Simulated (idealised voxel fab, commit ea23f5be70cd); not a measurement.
process module | voxel transistor to metal
cross-section cut | 150 nm wide | cells 5 nm
A cross-section is a grid of square cells, given in bands from the top down. A band is one or more rows of cells.
Each band's line starts with the height of the band's top and of its bottom, in nm. Then come its materials from left to right, each with its width in nm. One material with "throughout" fills the band from edge to edge. "air" is empty space.
Height 0 is the level under which the wafer as received is all one material. The lowest band goes on downwards, as in "0 down".
A width such as "30 to 40" changes by the same amount from each row of cells to the next, from the band's top row to its bottom row.
"no change" after a step means that no cell of the cross-section changed.
closed voids: empty space of 8 cells or more with no open way to the top, each as width x height at its distance from the left edge, in nm
after a step's settings: what the simulator itself notes on the step
overlay nm, on a step with a mask: how far to the right of its planned place the mask lay; to the left if negative
plan
1 op RECEIVE | material Si
2 op OXIDIZE | depth nm 5
3 op CONFORMAL_DEP | material SiN | thk nm 10
4 op MASKED_ETCH | tone cover | mask id ACTIVE | width nm 115 | etch materials SiN | depth nm 10 | overlay nm 0
5 op MASKED_ETCH | tone cover | mask id ACTIVE | width nm 115 | etch materials SiO2 | depth nm 5 | overlay nm 0
6 op MASKED_ETCH | tone cover | mask id ACTIVE | width nm 115 | etch materials Si | depth nm 20 | overlay nm 0
7 op FILL_DEP | material SiO2 | thk nm 15
8 op CMP | height nm 10
9 op SELECTIVE_ETCH | etch materials SiO2 | depth nm 5
10 op STRIP | etch materials SiN
11 op SELECTIVE_ETCH | etch materials SiO2 | depth nm 5
12 op OXIDIZE | depth nm 5
13 op DIRECTIONAL_DEP | material polySi | thk nm 30
14 op DIRECTIONAL_DEP | material SiCN | thk nm 15
15 op MASKED_ETCH | tone cover | mask id GATE | width nm 35 | etch materials SiCN | depth nm 25 | overlay nm 0
16 op MASKED_ETCH | tone cover | mask id GATE | width nm 35 | etch materials polySi | depth nm 40 | overlay nm 0
17 op CONFORMAL_DEP | material SiN | thk nm 5
18 op DIRECTIONAL_ETCH | etch materials SiN | depth nm 5
19 op DIRECTIONAL_ETCH | etch materials SiO2 | depth nm 5
20 op DIRECTIONAL_ETCH | etch materials Si | depth nm 5
21 op EPI | material nSi | thk nm 5
22 op FILL_DEP | material SiO2 | thk nm 10
23 op CMP | height nm 25
24 op STRIP | etch materials polySi
25 op SELECTIVE_ETCH | etch materials SiO2 | depth nm 5
26 op CONFORMAL_DEP | material HfO2 | thk nm 5
27 op CONFORMAL_DEP | material TiN | thk nm 5
28 op FILL_DEP | material W | thk nm 5
29 op CMP | height nm 20
30 op DIRECTIONAL_DEP | material SiO2 | thk nm 15
31 op DIRECTIONAL_DEP | material aC | thk nm 15
32 op PATTERN | tone open | mask id CONTACT | material resist | width nm 15 | pitch nm 80 | thk nm 30 | overlay nm 0
33 op DIRECTIONAL_ETCH | etch materials aC | depth nm 15
34 op STRIP | etch materials resist
35 op DIRECTIONAL_ETCH | etch materials SiO2 | depth nm 45
36 op STRIP | etch materials aC
37 op CONFORMAL_DEP | material TiN | thk nm 5
38 op FILL_DEP | material W | thk nm 10
39 op CMP | height nm 35
40 op DIRECTIONAL_DEP | material TiN | thk nm 5
41 op DIRECTIONAL_DEP | material Ru | thk nm 25
42 op PATTERN | tone cover | mask id METAL_1 | material resist | width nm 15 | pitch nm 80 | thk nm 15 | overlay nm 0
43 op DIRECTIONAL_ETCH | etch materials Ru | depth nm 25
44 op DIRECTIONAL_ETCH | etch materials TiN | depth nm 5
45 op STRIP | etch materials resist
46 op FILL_DEP | material lowk | thk nm 10
47 op CMP | height nm 65
48 op CONFORMAL_DEP | material SiN | thk nm 5
first wafer, as planned
as received, after step 1
  0 down: Si throughout
  closed voids: none
after step 2
  0 to -5: SiO2 throughout
  below -5: unchanged
after step 3
  10 to 0: SiN throughout
  below 0: unchanged
after step 4
  10 to 0: air 15 | SiN 115 | air 20
  below 0: unchanged
after step 5
  10 to 0: air 15 | SiN 115 | air 20
  0 to -5: air 15 | SiO2 115 | air 20
  below -5: unchanged
after step 6
  10 to 0: air 15 | SiN 115 | air 20
  0 to -5: air 15 | SiO2 115 | air 20
  -5 to -25: air 15 | Si 115 | air 20
  below -25: unchanged
after step 7
  25 to 10: SiO2 throughout
  10 to 0: SiO2 15 | SiN 115 | SiO2 20
  0 to -5: SiO2 throughout
  -5 to -25: SiO2 15 | Si 115 | SiO2 20
  below -25: unchanged
after step 8
  10 to 0: SiO2 15 | SiN 115 | SiO2 20
  below 0: unchanged
after step 9
  10 to 5: air 15 | SiN 115 | air 20
  below 5: unchanged
after step 10
  5 to 0: SiO2 15 | air 115 | SiO2 20
  below 0: unchanged
after step 11
  0 to -5: SiO2 10 | air 125 | SiO2 15
  below -5: unchanged
after step 12
  0 to -5: SiO2 10 | air 125 | SiO2 15
  -5 to -10: SiO2 throughout
  below -10: unchanged
after step 13
  30 to 25: polySi 10 | air 125 | polySi 15
  25 to 0: polySi throughout
  0 to -5: SiO2 10 | polySi 125 | SiO2 15
  below -5: unchanged
after step 14
  45 to 40: SiCN 10 | air 125 | SiCN 15
  40 to 30: SiCN throughout
  30 to 25: polySi 10 | SiCN 125 | polySi 15
  below 25: unchanged
after step 15
  40 to 30: air 55 | SiCN 35 | air 60
  30 to 25: polySi 10 | air 45 | SiCN 35 | air 45 | polySi 15
  below 25: unchanged
after step 16
  40 to 25: air 55 | SiCN 35 | air 60
  25 to 0: air 55 | polySi 35 | air 60
  0 to -5: SiO2 10 | air 45 | polySi 35 | air 45 | SiO2 15
  below -5: unchanged
after step 17
  45 to 40: air 50 | SiN 45 | air 55
  40 to 25: air 50 | SiN 5 | SiCN 35 | SiN 5 | air 55
  25 to 5: air 50 | SiN 5 | polySi 35 | SiN 5 | air 55
  5 to 0: SiN 15 | air 35 | SiN 5 | polySi 35 | SiN 5 | air 35 | SiN 20
  0 to -5: SiO2 10 | SiN 45 | polySi 35 | SiN 45 | SiO2 15
  below -5: unchanged
after step 18
  40 to 25: air 50 | SiN 5 | SiCN 35 | SiN 5 | air 55
  25 to 0: air 50 | SiN 5 | polySi 35 | SiN 5 | air 55
  0 to -5: SiO2 10 | SiN 5 | air 35 | SiN 5 | polySi 35 | SiN 5 | air 35 | SiN 5 | SiO2 15
  below -5: unchanged
after step 19
  40 to 25: air 50 | SiN 5 | SiCN 35 | SiN 5 | air 55
  25 to 0: air 50 | SiN 5 | polySi 35 | SiN 5 | air 55
  0 to -5: air 10 | SiN 5 | air 35 | SiN 5 | polySi 35 | SiN 5 | air 35 | SiN 5 | air 15
  -5 to -10: SiO2 15 | air 35 | SiO2 45 | air 35 | SiO2 20
  below -10: unchanged
after step 20
  40 to 25: air 50 | SiN 5 | SiCN 35 | SiN 5 | air 55
  25 to 0: air 50 | SiN 5 | polySi 35 | SiN 5 | air 55
  0 to -5: air 10 | SiN 5 | air 35 | SiN 5 | polySi 35 | SiN 5 | air 35 | SiN 5 | air 15
  -5 to -10: SiO2 15 | air 35 | SiO2 45 | air 35 | SiO2 20
  -10 to -15: SiO2 15 | air 35 | Si 45 | air 35 | SiO2 20
  below -15: unchanged
after step 21
  40 to 25: air 50 | SiN 5 | SiCN 35 | SiN 5 | air 55
  25 to 0: air 50 | SiN 5 | polySi 35 | SiN 5 | air 55
  0 to -5: air 10 | SiN 5 | air 35 | SiN 5 | polySi 35 | SiN 5 | air 35 | SiN 5 | air 15
  -5 to -10: SiO2 15 | air 30 | nSi 5 | SiO2 45 | nSi 5 | air 30 | SiO2 20
  -10 to -15: SiO2 15 | nSi 35 | Si 45 | nSi 35 | SiO2 20
  below -15: unchanged
after step 22
  50 to 40: SiO2 throughout
  40 to 25: SiO2 50 | SiN 5 | SiCN 35 | SiN 5 | SiO2 55
  25 to 0: SiO2 50 | SiN 5 | polySi 35 | SiN 5 | SiO2 55
  0 to -5: SiO2 10 | SiN 5 | SiO2 35 | SiN 5 | polySi 35 | SiN 5 | SiO2 35 | SiN 5 | SiO2 15
  -5 to -10: SiO2 45 | nSi 5 | SiO2 45 | nSi 5 | SiO2 50
  below -10: unchanged
after step 23
  25 to 0: SiO2 50 | SiN 5 | polySi 35 | SiN 5 | SiO2 55
  below 0: unchanged
after step 24
  25 to 0: SiO2 50 | SiN 5 | air 35 | SiN 5 | SiO2 55
  0 to -5: SiO2 10 | SiN 5 | SiO2 35 | SiN 5 | air 35 | SiN 5 | SiO2 35 | SiN 5 | SiO2 15
  below -5: unchanged
after step 25
  25 to 20: air 50 | SiN 5 | air 35 | SiN 5 | air 55
  20 to 0: SiO2 50 | SiN 5 | air 35 | SiN 5 | SiO2 55
  0 to -5: SiO2 10 | SiN 5 | SiO2 35 | SiN 5 | air 35 | SiN 5 | SiO2 35 | SiN 5 | SiO2 15
  -5 to -10: SiO2 45 | nSi 5 | air 45 | nSi 5 | SiO2 50
  below -10: unchanged
after step 26
  30 to 25: air 45 | HfO2 15 | air 25 | HfO2 15 | air 50
  25 to 20: HfO2 50 | SiN 5 | HfO2 5 | air 25 | HfO2 5 | SiN 5 | HfO2 55
  20 to 0: SiO2 50 | SiN 5 | HfO2 5 | air 25 | HfO2 5 | SiN 5 | SiO2 55
  0 to -5: SiO2 10 | SiN 5 | SiO2 35 | SiN 5 | HfO2 5 | air 25 | HfO2 5 | SiN 5 | SiO2 35 | SiN 5 | SiO2 15
  -5 to -10: SiO2 45 | nSi 5 | HfO2 45 | nSi 5 | SiO2 50
  below -10: unchanged
after step 27
  35 to 30: air 40 | TiN 25 | air 15 | TiN 25 | air 45
  30 to 25: TiN 45 | HfO2 15 | TiN 5 | air 15 | TiN 5 | HfO2 15 | TiN 50
  25 to 20: HfO2 50 | SiN 5 | HfO2 5 | TiN 5 | air 15 | TiN 5 | HfO2 5 | SiN 5 | HfO2 55
  20 to 0: SiO2 50 | SiN 5 | HfO2 5 | TiN 5 | air 15 | TiN 5 | HfO2 5 | SiN 5 | SiO2 55
  0 to -5: SiO2 10 | SiN 5 | SiO2 35 | SiN 5 | HfO2 5 | TiN 25 | HfO2 5 | SiN 5 | SiO2 35 | SiN 5 | SiO2 15
  below -5: unchanged
after step 28
  40 to 35: W throughout
  35 to 30: W 40 | TiN 25 | W 15 | TiN 25 | W 45
  30 to 25: TiN 45 | HfO2 15 | TiN 5 | W 15 | TiN 5 | HfO2 15 | TiN 50
  25 to 20: HfO2 50 | SiN 5 | HfO2 5 | TiN 5 | W 15 | TiN 5 | HfO2 5 | SiN 5 | HfO2 55
  20 to 0: SiO2 50 | SiN 5 | HfO2 5 | TiN 5 | W 15 | TiN 5 | HfO2 5 | SiN 5 | SiO2 55
  below 0: unchanged
after step 29
  20 to 0: SiO2 50 | SiN 5 | HfO2 5 | TiN 5 | W 15 | TiN 5 | HfO2 5 | SiN 5 | SiO2 55
  below 0: unchanged
after step 30
  35 to 20: SiO2 throughout
  below 20: unchanged
after step 31
  50 to 35: aC throughout
  below 35: unchanged
after step 32
  80 to 50: resist 25 | air 15 | resist 65 | air 15 | resist 30
  below 50: unchanged
after step 33
  65 to 50: resist 25 | air 15 | resist 65 | air 15 | resist 30
  50 to 35: aC 25 | air 15 | aC 65 | air 15 | aC 30
  below 35: unchanged
after step 34
  50 to 35: aC 25 | air 15 | aC 65 | air 15 | aC 30
  below 35: unchanged
after step 35
  50 to 35: aC 25 | air 15 | aC 65 | air 15 | aC 30
  35 to 20: SiO2 25 | air 15 | SiO2 65 | air 15 | SiO2 30
  20 to 0: SiO2 25 | air 15 | SiO2 10 | SiN 5 | HfO2 5 | TiN 5 | W 15 | TiN 5 | HfO2 5 | SiN 5 | SiO2 10 | air 15 | SiO2 30
  0 to -5: SiO2 10 | SiN 5 | SiO2 10 | air 15 | SiO2 10 | SiN 5 | HfO2 5 | TiN 25 | HfO2 5 | SiN 5 | SiO2 10 | air 15 | SiO2 10 | SiN 5 | SiO2 15
  -5 to -10: SiO2 25 | air 15 | SiO2 5 | nSi 5 | HfO2 45 | nSi 5 | SiO2 5 | air 15 | SiO2 30
  below -10: unchanged
after step 36
  35 to 20: SiO2 25 | air 15 | SiO2 65 | air 15 | SiO2 30
  below 20: unchanged
after step 37
  40 to 35: TiN 30 | air 5 | TiN 75 | air 5 | TiN 35
  35 to 20: SiO2 25 | TiN 5 | air 5 | TiN 5 | SiO2 65 | TiN 5 | air 5 | TiN 5 | SiO2 30
  20 to 0: SiO2 25 | TiN 5 | air 5 | TiN 5 | SiO2 10 | SiN 5 | HfO2 5 | TiN 5 | W 15 | TiN 5 | HfO2 5 | SiN 5 | SiO2 10 | TiN 5 | air 5 | TiN 5 | SiO2 30
  0 to -5: SiO2 10 | SiN 5 | SiO2 10 | TiN 5 | air 5 | TiN 5 | SiO2 10 | SiN 5 | HfO2 5 | TiN 25 | HfO2 5 | SiN 5 | SiO2 10 | TiN 5 | air 5 | TiN 5 | SiO2 10 | SiN 5 | SiO2 15
  -5 to -10: SiO2 25 | TiN 15 | SiO2 5 | nSi 5 | HfO2 45 | nSi 5 | SiO2 5 | TiN 15 | SiO2 30
  below -10: unchanged
after step 38
  50 to 40: W throughout
  40 to 35: TiN 30 | W 5 | TiN 75 | W 5 | TiN 35
  35 to 20: SiO2 25 | TiN 5 | W 5 | TiN 5 | SiO2 65 | TiN 5 | W 5 | TiN 5 | SiO2 30
  20 to 0: SiO2 25 | TiN 5 | W 5 | TiN 5 | SiO2 10 | SiN 5 | HfO2 5 | TiN 5 | W 15 | TiN 5 | HfO2 5 | SiN 5 | SiO2 10 | TiN 5 | W 5 | TiN 5 | SiO2 30
  0 to -5: SiO2 10 | SiN 5 | SiO2 10 | TiN 5 | W 5 | TiN 5 | SiO2 10 | SiN 5 | HfO2 5 | TiN 25 | HfO2 5 | SiN 5 | SiO2 10 | TiN 5 | W 5 | TiN 5 | SiO2 10 | SiN 5 | SiO2 15
  below -5: unchanged
after step 39
  35 to 20: SiO2 25 | TiN 5 | W 5 | TiN 5 | SiO2 65 | TiN 5 | W 5 | TiN 5 | SiO2 30
  below 20: unchanged
after step 40
  40 to 35: TiN throughout
  below 35: unchanged
after step 41
  65 to 40: Ru throughout
  below 40: unchanged
after step 42
  80 to 65: air 25 | resist 15 | air 65 | resist 15 | air 30
  below 65: unchanged
after step 43
  80 to 65: air 25 | resist 15 | air 65 | resist 15 | air 30
  65 to 40: air 25 | Ru 15 | air 65 | Ru 15 | air 30
  below 40: unchanged
after step 44
  80 to 65: air 25 | resist 15 | air 65 | resist 15 | air 30
  65 to 40: air 25 | Ru 15 | air 65 | Ru 15 | air 30
  40 to 35: air 25 | TiN 15 | air 65 | TiN 15 | air 30
  below 35: unchanged
after step 45
  65 to 40: air 25 | Ru 15 | air 65 | Ru 15 | air 30
  below 40: unchanged
after step 46
  75 to 65: lowk throughout
  65 to 40: lowk 25 | Ru 15 | lowk 65 | Ru 15 | lowk 30
  40 to 35: lowk 25 | TiN 15 | lowk 65 | TiN 15 | lowk 30
  below 35: unchanged
after step 47
  65 to 40: lowk 25 | Ru 15 | lowk 65 | Ru 15 | lowk 30
  below 40: unchanged
after step 48
  70 to 65: SiN throughout
  below 65: unchanged
second wafer: like start, like plan, one mistake. Through step 25 it matches the first wafer
when step 26 should have ended: no change
when step 27 should have ended
  30 to 25: air 45 | TiN 15 | air 25 | TiN 15 | air 50
  25 to 20: TiN 50 | SiN 5 | TiN 5 | air 25 | TiN 5 | SiN 5 | TiN 55
  20 to 0: SiO2 50 | SiN 5 | TiN 5 | air 25 | TiN 5 | SiN 5 | SiO2 55
  0 to -5: SiO2 10 | SiN 5 | SiO2 35 | SiN 5 | TiN 5 | air 25 | TiN 5 | SiN 5 | SiO2 35 | SiN 5 | SiO2 15
  -5 to -10: SiO2 45 | nSi 5 | TiN 45 | nSi 5 | SiO2 50
  below -10: unchanged
when step 28 should have ended
  35 to 30: W throughout
  30 to 25: W 45 | TiN 15 | W 25 | TiN 15 | W 50
  25 to 20: TiN 50 | SiN 5 | TiN 5 | W 25 | TiN 5 | SiN 5 | TiN 55
  20 to 0: SiO2 50 | SiN 5 | TiN 5 | W 25 | TiN 5 | SiN 5 | SiO2 55
  0 to -5: SiO2 10 | SiN 5 | SiO2 35 | SiN 5 | TiN 5 | W 25 | TiN 5 | SiN 5 | SiO2 35 | SiN 5 | SiO2 15
  below -5: unchanged
when step 29 should have ended
  20 to 0: SiO2 50 | SiN 5 | TiN 5 | W 25 | TiN 5 | SiN 5 | SiO2 55
  below 0: unchanged
when step 30 should have ended
  35 to 20: SiO2 throughout
  below 20: unchanged
when step 31 should have ended
  50 to 35: aC throughout
  below 35: unchanged
when step 32 should have ended
  80 to 50: resist 25 | air 15 | resist 65 | air 15 | resist 30
  below 50: unchanged
when step 33 should have ended
  65 to 50: resist 25 | air 15 | resist 65 | air 15 | resist 30
  50 to 35: aC 25 | air 15 | aC 65 | air 15 | aC 30
  below 35: unchanged
when step 34 should have ended
  50 to 35: aC 25 | air 15 | aC 65 | air 15 | aC 30
  below 35: unchanged
when step 35 should have ended
  50 to 35: aC 25 | air 15 | aC 65 | air 15 | aC 30
  35 to 20: SiO2 25 | air 15 | SiO2 65 | air 15 | SiO2 30
  20 to 0: SiO2 25 | air 15 | SiO2 10 | SiN 5 | TiN 5 | W 25 | TiN 5 | SiN 5 | SiO2 10 | air 15 | SiO2 30
  0 to -5: SiO2 10 | SiN 5 | SiO2 10 | air 15 | SiO2 10 | SiN 5 | TiN 5 | W 25 | TiN 5 | SiN 5 | SiO2 10 | air 15 | SiO2 10 | SiN 5 | SiO2 15
  -5 to -10: SiO2 25 | air 15 | SiO2 5 | nSi 5 | TiN 45 | nSi 5 | SiO2 5 | air 15 | SiO2 30
  below -10: unchanged
when step 36 should have ended
  35 to 20: SiO2 25 | air 15 | SiO2 65 | air 15 | SiO2 30
  below 20: unchanged
when step 37 should have ended
  40 to 35: TiN 30 | air 5 | TiN 75 | air 5 | TiN 35
  35 to 20: SiO2 25 | TiN 5 | air 5 | TiN 5 | SiO2 65 | TiN 5 | air 5 | TiN 5 | SiO2 30
  20 to 0: SiO2 25 | TiN 5 | air 5 | TiN 5 | SiO2 10 | SiN 5 | TiN 5 | W 25 | TiN 5 | SiN 5 | SiO2 10 | TiN 5 | air 5 | TiN 5 | SiO2 30
  0 to -5: SiO2 10 | SiN 5 | SiO2 10 | TiN 5 | air 5 | TiN 5 | SiO2 10 | SiN 5 | TiN 5 | W 25 | TiN 5 | SiN 5 | SiO2 10 | TiN 5 | air 5 | TiN 5 | SiO2 10 | SiN 5 | SiO2 15
  -5 to -10: SiO2 25 | TiN 15 | SiO2 5 | nSi 5 | TiN 45 | nSi 5 | SiO2 5 | TiN 15 | SiO2 30
  below -10: unchanged
when step 38 should have ended
  50 to 40: W throughout
  40 to 35: TiN 30 | W 5 | TiN 75 | W 5 | TiN 35
  35 to 20: SiO2 25 | TiN 5 | W 5 | TiN 5 | SiO2 65 | TiN 5 | W 5 | TiN 5 | SiO2 30
  20 to 0: SiO2 25 | TiN 5 | W 5 | TiN 5 | SiO2 10 | SiN 5 | TiN 5 | W 25 | TiN 5 | SiN 5 | SiO2 10 | TiN 5 | W 5 | TiN 5 | SiO2 30
  0 to -5: SiO2 10 | SiN 5 | SiO2 10 | TiN 5 | W 5 | TiN 5 | SiO2 10 | SiN 5 | TiN 5 | W 25 | TiN 5 | SiN 5 | SiO2 10 | TiN 5 | W 5 | TiN 5 | SiO2 10 | SiN 5 | SiO2 15
  below -5: unchanged
when step 39 should have ended
  35 to 20: SiO2 25 | TiN 5 | W 5 | TiN 5 | SiO2 65 | TiN 5 | W 5 | TiN 5 | SiO2 30
  below 20: unchanged
when step 40 should have ended
  40 to 35: TiN throughout
  below 35: unchanged
when step 41 should have ended
  65 to 40: Ru throughout
  below 40: unchanged
when step 42 should have ended
  80 to 65: air 25 | resist 15 | air 65 | resist 15 | air 30
  below 65: unchanged
when step 43 should have ended
  80 to 65: air 25 | resist 15 | air 65 | resist 15 | air 30
  65 to 40: air 25 | Ru 15 | air 65 | Ru 15 | air 30
  below 40: unchanged
when step 44 should have ended
  80 to 65: air 25 | resist 15 | air 65 | resist 15 | air 30
  65 to 40: air 25 | Ru 15 | air 65 | Ru 15 | air 30
  40 to 35: air 25 | TiN 15 | air 65 | TiN 15 | air 30
  below 35: unchanged
when step 45 should have ended
  65 to 40: air 25 | Ru 15 | air 65 | Ru 15 | air 30
  below 40: unchanged
when step 46 should have ended
  75 to 65: lowk throughout
  65 to 40: lowk 25 | Ru 15 | lowk 65 | Ru 15 | lowk 30
  40 to 35: lowk 25 | TiN 15 | lowk 65 | TiN 15 | lowk 30
  below 35: unchanged
when step 47 should have ended
  65 to 40: lowk 25 | Ru 15 | lowk 65 | Ru 15 | lowk 30
  below 40: unchanged
when step 48 should have ended
  70 to 65: SiN throughout
  below 65: unchanged
what went wrong: step 26 was left out
at the end the second wafer has, in cells: 19 fewer of HfO2 | 6 more of TiN | 13 more of W
